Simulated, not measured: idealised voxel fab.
Module name: voxel air gaps (process module)
It is cross-section cut that appears here, measuring 295 nm in width, its square cells being 5 nm in size.
Reading order for cross-sections: top band down to bottom band. Underlying form: a grid of square cells. Band size: one or more rows of cells.
Heads up on the band format: heights come first, top then bottom, in nm. After that it's the materials left to right, each with its width in nm. A single material flagged "everywhere" fills the whole band edge to edge, and "empty" means there's empty space there.
Heights from 0 (as-received wafer is one material below). Bottom band endless downward, as "top 0, no bottom".
Top row gets the first number, bottom row gets the second, and each row in between changes by the same step: that is how a band width like "30 to 40" works.
Reading "nothing changed" for a step: not a cell of the cross-section changed in it.
In "Sealed void listing" the enclosed voids are listed, meaning empty spaces of 8 cells or larger without any opening to the top. The form is width x height at distance, distance from the left edge, units nm.
Note: text after step settings on the step line = simulator remark on that step.
"overlay nm" on a masked step: distance the mask lay right of its planned place, negative for left.
## List of planned process steps
1,op RECEIVE | material Si
2,op CONFORMAL_DEP | material SiO2 | thk nm 15
3,op CONFORMAL_DEP | material SiCN | thk nm 5
4,op DIRECTIONAL_DEP | material SiO2 | thk nm 40
5,op PATTERN | tone open | mask id LINES | material resist | width nm 20 | pitch nm 45 | thk nm 15 | overlay nm 0
6,op DIRECTIONAL_ETCH | etch materials SiO2 | depth nm 40
7,op STRIP | etch materials resist
8,op CONFORMAL_DEP | material TiN | thk nm 5
9,op FILL_DEP | material Ru | thk nm 10
10,op CMP | height nm 60
11,op EPI | material Ru | thk nm 10
12,op SELECTIVE_ETCH | etch materials SiO2 | depth nm 50
13,op CONFORMAL_DEP | material SiCN | thk nm 5
## Incoming wafer in cross-section (state: after step 1)
	top 0, no bottom  Si everywhere
	Sealed void listing: none
## End-of-module cross-section of the first of two wafers, processed as planned
	top 75, bottom 70  55 empty; 185 SiCN; 55 empty
	top 70, bottom 60  55 empty; 5 SiCN; 40 Ru; 5 SiCN; 40 Ru; 5 SiCN; 40 Ru; 5 SiCN; 40 Ru; 5 SiCN; 55 empty
	top 60, bottom 55  55 empty; 15 SiCN; 5 TiN; 10 Ru; 5 TiN; 25 SiCN; 5 TiN; 10 Ru; 5 TiN; 25 SiCN; 5 TiN; 10 Ru; 5 TiN; 25 SiCN; 5 TiN; 10 Ru; 5 TiN; 15 SiCN; 55 empty
	top 55, bottom 25  65 empty; 5 SiCN; 5 TiN; 10 Ru; 5 TiN; 5 SiCN; 15 empty; 5 SiCN; 5 TiN; 10 Ru; 5 TiN; 5 SiCN; 15 empty; 5 SiCN; 5 TiN; 10 Ru; 5 TiN; 5 SiCN; 15 empty; 5 SiCN; 5 TiN; 10 Ru; 5 TiN; 5 SiCN; 65 empty
	top 25, bottom 20  70 SiCN; 20 TiN; 25 SiCN; 20 TiN; 25 SiCN; 20 TiN; 25 SiCN; 20 TiN; 70 SiCN
	top 20, bottom 15  SiCN everywhere
	top 15, bottom 0  SiO2 everywhere
	top 0, no bottom  Si everywhere
	Sealed void listing: 15 x 30 at 95; 15 x 30 at 140; 15 x 30 at 185
## This cross-section belongs to the second wafer of two at the end of the module; the start and the plan were shared with the first, and the run included one mistake
	top 75, bottom 70  50 empty; 185 SiCN; 60 empty
	top 70, bottom 60  50 empty; 5 SiCN; 40 Ru; 5 SiCN; 40 Ru; 5 SiCN; 40 Ru; 5 SiCN; 40 Ru; 5 SiCN; 60 empty
	top 60, bottom 55  50 empty; 15 SiCN; 5 TiN; 10 Ru; 5 TiN; 25 SiCN; 5 TiN; 10 Ru; 5 TiN; 25 SiCN; 5 TiN; 10 Ru; 5 TiN; 25 SiCN; 5 TiN; 10 Ru; 5 TiN; 15 SiCN; 60 empty
	top 55, bottom 25  60 empty; 5 SiCN; 5 TiN; 10 Ru; 5 TiN; 5 SiCN; 15 empty; 5 SiCN; 5 TiN; 10 Ru; 5 TiN; 5 SiCN; 15 empty; 5 SiCN; 5 TiN; 10 Ru; 5 TiN; 5 SiCN; 15 empty; 5 SiCN; 5 TiN; 10 Ru; 5 TiN; 5 SiCN; 70 empty
	top 25, bottom 20  65 SiCN; 20 TiN; 25 SiCN; 20 TiN; 25 SiCN; 20 TiN; 25 SiCN; 20 TiN; 75 SiCN
	top 20, bottom 15  SiCN everywhere
	top 15, bottom 0  SiO2 everywhere
	top 0, no bottom  Si everywhere
	Sealed void listing: 15 x 30 at 90; 15 x 30 at 135; 15 x 30 at 180
Where did the run depart from the plan? step 5 went in with a setting other than planned; the actual run was op PATTERN | tone open | mask id LINES | material resist | width nm 20 | pitch nm 45 | thk nm 15 | overlay nm -5
The two final wafers agree on how many cells each material fills and disagree on which cells those are.
